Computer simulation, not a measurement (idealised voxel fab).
Name of the process module below: voxel fin reveal
Section shown: cut. Width: 245 nm. Cell size: 5 nm, square.
A cross-section in this document is a grid of square cells, and it is written down as bands, the top band listed before the ones below it; a band is made up of one or more rows of cells. For a band, the entry starts with two heights in nm, that of the top and then that of the bottom, and carries on with the band's materials in order from left to right, each alongside its width in nm; the word "all across" beside a single material means it fills the band edge to edge, and "blank" means empty space. Note: height 0 marks the level under which the wafer is uniformly one material as received. Lowest band unbounded below, written "from 0 down". It should be noted that a width expressed as "30 to 40" varies in equal increments from row to row of cells within the band, taking the value of the first number at the top row and that of the second number at the bottom row. Where the words "nothing got changed" appear for a step, the cross-section shows no cell changed by that step; every cell remained as before. Closed void listing: empty space of 8 cells or more with no open way to the top, each as width x height at its distance from the left edge, in nm. That trailing text on a step's line, after the settings, is the simulator's own remark on the step. overlay nm: right-of-plan distance of the mask on a masked step; negative values mean left-of-plan.

These are the steps we planned for the process
step 1: RECEIVE (material Si)
step 2: CONFORMAL_DEP (material SiN; thk nm 10)
step 3: PATTERN (tone cover; mask id FINS; material resist; width nm 15; pitch nm 45; thk nm 15; overlay nm 0)
step 4: DIRECTIONAL_ETCH (etch materials SiN; depth nm 10)
step 5: DIRECTIONAL_ETCH (etch materials Si; depth nm 35)
step 6: STRIP (etch materials resist)
step 7: OXIDIZE (depth nm 5)
step 8: FILL_DEP (material SiO2; thk nm 5)
step 9: CMP (height nm 10)
step 10: SELECTIVE_ETCH (etch materials SiO2; depth nm 25)
step 11: STRIP (etch materials SiN)
step 12: CONFORMAL_DEP (material SiO2; thk nm 5)

This is the cross-section of the wafer as we received it, i.e. after step 1
* from 0 down: Si all across
* Closed void listing: none

Same starting wafer, same plan as above, one mistake in the execution; this is the cross-section at the end of the module
* from 5 to 0: blank 40, then SiO2 25, then blank 20, then SiO2 25, then blank 20, then SiO2 25, then blank 20, then SiO2 25, then blank 45
* from 0 to -10: blank 40, then SiO2 5, then Si 15, then SiO2 5, then blank 20, then SiO2 5, then Si 15, then SiO2 5, then blank 20, then SiO2 5, then Si 15, then SiO2 5, then blank 20, then SiO2 5, then Si 15, then SiO2 5, then blank 45
* from -10 to -40: SiO2 45, then Si 15, then SiO2 30, then Si 15, then SiO2 30, then Si 15, then SiO2 30, then Si 15, then SiO2 50
* from -40 down: Si all across
* Closed void listing: none
Heads up, the wafer didn't run the way we planned it: step 3 went in with a setting other than planned; the actual run was PATTERN (tone cover; mask id FINS; material resist; width nm 25; pitch nm 45; thk nm 15; overlay nm 0)
